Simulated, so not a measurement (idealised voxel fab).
process module | voxel trench capacitor
cross-section cut | 160 nm wide | cells 5 nm
A cross-section is a grid of square cells, given in bands from the top down. A band is one or more rows of cells.
Each band's line starts with the height of the band's top and of its bottom, in nm. Then come its materials from left to right, each with its width in nm. One material with "throughout" fills the band from edge to edge. "air" is empty space.
Height 0 is the level under which the wafer as received is all one material. The lowest band goes on downwards, as in "0 down".
A width such as "30 to 40" changes by the same amount from each row of cells to the next, from the band's top row to its bottom row.
"no change" after a step means that no cell of the cross-section changed.
closed voids: empty space of 8 cells or more with no open way to the top, each as width x height at its distance from the left edge, in nm
after a step's settings: what the simulator itself notes on the step
overlay nm, on a step with a mask: how far to the right of its planned place the mask lay; to the left if negative
plan
1 op RECEIVE | material Si
2 op CONFORMAL_DEP | material SiN | thk nm 10
3 op MASKED_ETCH | tone open | mask id TRENCH | width nm 30 | pitch nm 45 | etch materials SiN | depth nm 10 | overlay nm 0
4 op MASKED_ETCH | tone open | mask id TRENCH | width nm 30 | pitch nm 45 | etch materials Si | depth nm 40 | overlay nm 0
5 op CONFORMAL_DEP | material Al2O3 | thk nm 5
6 op CONFORMAL_DEP | material TiN | thk nm 5
7 op FILL_DEP | material W | thk nm 5
8 op CMP | height nm 10
first wafer, as planned
as received, after step 1
  0 down: Si throughout
  closed voids: none
after step 2
  10 to 0: SiN throughout
  below 0: unchanged
after step 3
  10 to 0: SiN 40 | air 30 | SiN 15 | air 30 | SiN 45
  below 0: unchanged
after step 4
  10 to 0: SiN 40 | air 30 | SiN 15 | air 30 | SiN 45
  0 to -40: Si 40 | air 30 | Si 15 | air 30 | Si 45
  below -40: unchanged
after step 5
  15 to 10: Al2O3 45 | air 20 | Al2O3 25 | air 20 | Al2O3 50
  10 to 0: SiN 40 | Al2O3 5 | air 20 | Al2O3 5 | SiN 15 | Al2O3 5 | air 20 | Al2O3 5 | SiN 45
  0 to -35: Si 40 | Al2O3 5 | air 20 | Al2O3 5 | Si 15 | Al2O3 5 | air 20 | Al2O3 5 | Si 45
  -35 to -40: Si 40 | Al2O3 30 | Si 15 | Al2O3 30 | Si 45
  below -40: unchanged
after step 6
  20 to 15: TiN 50 | air 10 | TiN 35 | air 10 | TiN 55
  15 to 10: Al2O3 45 | TiN 5 | air 10 | TiN 5 | Al2O3 25 | TiN 5 | air 10 | TiN 5 | Al2O3 50
  10 to 0: SiN 40 | Al2O3 5 | TiN 5 | air 10 | TiN 5 | Al2O3 5 | SiN 15 | Al2O3 5 | TiN 5 | air 10 | TiN 5 | Al2O3 5 | SiN 45
  0 to -30: Si 40 | Al2O3 5 | TiN 5 | air 10 | TiN 5 | Al2O3 5 | Si 15 | Al2O3 5 | TiN 5 | air 10 | TiN 5 | Al2O3 5 | Si 45
  -30 to -35: Si 40 | Al2O3 5 | TiN 20 | Al2O3 5 | Si 15 | Al2O3 5 | TiN 20 | Al2O3 5 | Si 45
  below -35: unchanged
after step 7
  25 to 20: W throughout
  20 to 15: TiN 50 | W 10 | TiN 35 | W 10 | TiN 55
  15 to 10: Al2O3 45 | TiN 5 | W 10 | TiN 5 | Al2O3 25 | TiN 5 | W 10 | TiN 5 | Al2O3 50
  10 to 0: SiN 40 | Al2O3 5 | TiN 5 | W 10 | TiN 5 | Al2O3 5 | SiN 15 | Al2O3 5 | TiN 5 | W 10 | TiN 5 | Al2O3 5 | SiN 45
  0 to -30: Si 40 | Al2O3 5 | TiN 5 | W 10 | TiN 5 | Al2O3 5 | Si 15 | Al2O3 5 | TiN 5 | W 10 | TiN 5 | Al2O3 5 | Si 45
  below -30: unchanged
after step 8
  10 to 0: SiN 40 | Al2O3 5 | TiN 5 | W 10 | TiN 5 | Al2O3 5 | SiN 15 | Al2O3 5 | TiN 5 | W 10 | TiN 5 | Al2O3 5 | SiN 45
  below 0: unchanged
second wafer: like start, like plan, one mistake. Through step 1 it matches the first wafer
when step 2 should have ended
  10 to 0: Al2O3 throughout
  below 0: unchanged
when step 3 should have ended: no change
when step 4 should have ended: no change
when step 5 should have ended
  15 to 0: Al2O3 throughout
  below 0: unchanged
when step 6 should have ended
  20 to 15: TiN throughout
  below 15: unchanged
when step 7 should have ended
  25 to 20: W throughout
  below 20: unchanged
when step 8 should have ended
  10 to 0: Al2O3 throughout
  below 0: unchanged
what went wrong: step 2 ran as: op CONFORMAL_DEP | material Al2O3 | thk nm 10
at the end the second wafer has, in cells: 16 more of Al2O3 | 96 more of Si | 40 fewer of SiN | 40 fewer of TiN | 32 fewer of W
